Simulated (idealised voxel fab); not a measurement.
Process module, titled voxel gate over fins
For reference, the cross-section in this document is cut, with width 205 nm and square cells of 5 nm.
A cross-section is written here as square cells arranged in a grid, and it is given in bands from the top down, each band taking up one or more rows of cells. Basically the band line says how high the top is and how high the bottom is, in nm, and then what's in it from left to right, every material with its width in nm. Empty space shows up as "blank", and if a single material carries "everywhere" it runs the full band edge to edge. Heights are expressed relative to 0, this being the level below which the as-received wafer comprises one material exclusively. The lowest band is unbounded in the downward direction and is denoted as in "0 -> down". The notation "30->40" denotes a width that varies across the rows of cells in the band, beginning at the first number in the top row, finishing at the second number in the bottom row, and changing by an identical amount from each row to the next. When a step is marked "nothing altered", none of the cells in the cross-section changed during that step. "Fully sealed cavities": empty spaces of 8 cells or more with no open way to the top, each given as width x height at distance, distance from the left edge, all in nm. Note: text after step settings on the step line = simulator remark on that step. Regarding "overlay nm": on a step with a mask, it is the distance the mask lay to the right of its planned place; a negative value places it to the left.
Listed below are the process steps as planned
| 1 | RECEIVE, material Si |
| 2 | CONFORMAL_DEP, material SiN, thk nm 10 |
| 3 | DIRECTIONAL_DEP, material aC, thk nm 10 |
| 4 | PATTERN, tone cover, mask id FINS, material resist, width nm 15, pitch nm 40, thk nm 30, overlay nm 0 |
| 5 | DIRECTIONAL_ETCH, etch materials aC, depth nm 10 |
| 6 | STRIP, etch materials resist |
| 7 | DIRECTIONAL_ETCH, etch materials SiN, depth nm 10 |
| 8 | DIRECTIONAL_ETCH, etch materials Si, depth nm 35 |
| 9 | STRIP, etch materials aC |
| 10 | OXIDIZE, depth nm 5 |
| 11 | FILL_DEP, material SiO2, thk nm 10 |
| 12 | CMP, height nm 10 |
| 13 | SELECTIVE_ETCH, etch materials SiO2, depth nm 25 |
| 14 | STRIP, etch materials SiN |
| 15 | CONFORMAL_DEP, material HfO2, thk nm 5 |
| 16 | CONFORMAL_DEP, material TiN, thk nm 5 |
| 17 | CONFORMAL_DEP, material TiAl, thk nm 5 |
| 18 | CONFORMAL_DEP, material TiN, thk nm 5 |
| 19 | FILL_DEP, material W, thk nm 10 |
| 20 | CMP, height nm 25 |
| 21 | CONFORMAL_DEP, material SiCN, thk nm 10 |
Received-state cross-section, reflecting completion of step 1
- 0 -> down  Si everywhere
- Fully sealed cavities: none
Here's the cross-section of the first of our two wafers at the end of the module - it ran as planned
- 35 -> 25  SiCN everywhere
- 25 -> 20  W everywhere
- 20 -> 15  40 nm W | 125 nm TiN | 40 nm W
- 15 -> 10  40 nm W | 5 nm TiN | 35 nm TiAl | 5 nm TiN | 35 nm TiAl | 5 nm TiN | 35 nm TiAl | 5 nm TiN | 40 nm W
- 10 -> 5  40 nm W | 5 nm TiN | 5 nm TiAl | 25 nm TiN | 5 nm TiAl | 5 nm TiN | 5 nm TiAl | 25 nm TiN | 5 nm TiAl | 5 nm TiN | 5 nm TiAl | 25 nm TiN | 5 nm TiAl | 5 nm TiN | 40 nm W
- 5 -> 0  45 nm TiN | 5 nm TiAl | 5 nm TiN | 15 nm HfO2 | 5 nm TiN | 5 nm TiAl | 5 nm TiN | 5 nm TiAl | 5 nm TiN | 15 nm HfO2 | 5 nm TiN | 5 nm TiAl | 5 nm TiN | 5 nm TiAl | 5 nm TiN | 15 nm HfO2 | 5 nm TiN | 5 nm TiAl | 45 nm TiN
- 0 -> -5  50 nm TiAl | 5 nm TiN | 5 nm HfO2 | 5 nm Si | 5 nm HfO2 | 5 nm TiN | 15 nm TiAl | 5 nm TiN | 5 nm HfO2 | 5 nm Si | 5 nm HfO2 | 5 nm TiN | 15 nm TiAl | 5 nm TiN | 5 nm HfO2 | 5 nm Si | 5 nm HfO2 | 5 nm TiN | 50 nm TiAl
- -5 -> -10  55 nm TiN | 5 nm HfO2 | 5 nm Si | 5 nm HfO2 | 25 nm TiN | 5 nm HfO2 | 5 nm Si | 5 nm HfO2 | 25 nm TiN | 5 nm HfO2 | 5 nm Si | 5 nm HfO2 | 55 nm TiN
- -10 -> -15  60 nm HfO2 | 5 nm Si | 35 nm HfO2 | 5 nm Si | 35 nm HfO2 | 5 nm Si | 60 nm HfO2
- -15 -> -40  60 nm SiO2 | 5 nm Si | 35 nm SiO2 | 5 nm Si | 35 nm SiO2 | 5 nm Si | 60 nm SiO2
- -40 -> down  Si everywhere
- Fully sealed cavities: none
Second wafer of the two, sectioned at the end of the module. It began like the first and followed the same plan, but one mistake was made while running it
- 35 -> 25  SiCN everywhere
- 25 -> 20  W everywhere
- 20 -> 15  45 nm W | 125 nm TiN | 35 nm W
- 15 -> 10  45 nm W | 5 nm TiN | 35 nm TiAl | 5 nm TiN | 35 nm TiAl | 5 nm TiN | 35 nm TiAl | 5 nm TiN | 35 nm W
- 10 -> 5  45 nm W | 5 nm TiN | 5 nm TiAl | 25 nm TiN | 5 nm TiAl | 5 nm TiN | 5 nm TiAl | 25 nm TiN | 5 nm TiAl | 5 nm TiN | 5 nm TiAl | 25 nm TiN | 5 nm TiAl | 5 nm TiN | 35 nm W
- 5 -> 0  50 nm TiN | 5 nm TiAl | 5 nm TiN | 15 nm HfO2 | 5 nm TiN | 5 nm TiAl | 5 nm TiN | 5 nm TiAl | 5 nm TiN | 15 nm HfO2 | 5 nm TiN | 5 nm TiAl | 5 nm TiN | 5 nm TiAl | 5 nm TiN | 15 nm HfO2 | 5 nm TiN | 5 nm TiAl | 40 nm TiN
- 0 -> -5  55 nm TiAl | 5 nm TiN | 5 nm HfO2 | 5 nm Si | 5 nm HfO2 | 5 nm TiN | 15 nm TiAl | 5 nm TiN | 5 nm HfO2 | 5 nm Si | 5 nm HfO2 | 5 nm TiN | 15 nm TiAl | 5 nm TiN | 5 nm HfO2 | 5 nm Si | 5 nm HfO2 | 5 nm TiN | 45 nm TiAl
- -5 -> -10  60 nm TiN | 5 nm HfO2 | 5 nm Si | 5 nm HfO2 | 25 nm TiN | 5 nm HfO2 | 5 nm Si | 5 nm HfO2 | 25 nm TiN | 5 nm HfO2 | 5 nm Si | 5 nm HfO2 | 50 nm TiN
- -10 -> -15  65 nm HfO2 | 5 nm Si | 35 nm HfO2 | 5 nm Si | 35 nm HfO2 | 5 nm Si | 55 nm HfO2
- -15 -> -40  65 nm SiO2 | 5 nm Si | 35 nm SiO2 | 5 nm Si | 35 nm SiO2 | 5 nm Si | 55 nm SiO2
- -40 -> down  Si everywhere
- Fully sealed cavities: none
Run error: for step 4, the planned setting was not used; the step was instead run as PATTERN, tone cover, mask id FINS, material resist, width nm 15, pitch nm 40, thk nm 30, overlay nm 5
Matching per-material cell counts, mismatched positions: that is how the second wafer compares with the first at the end.
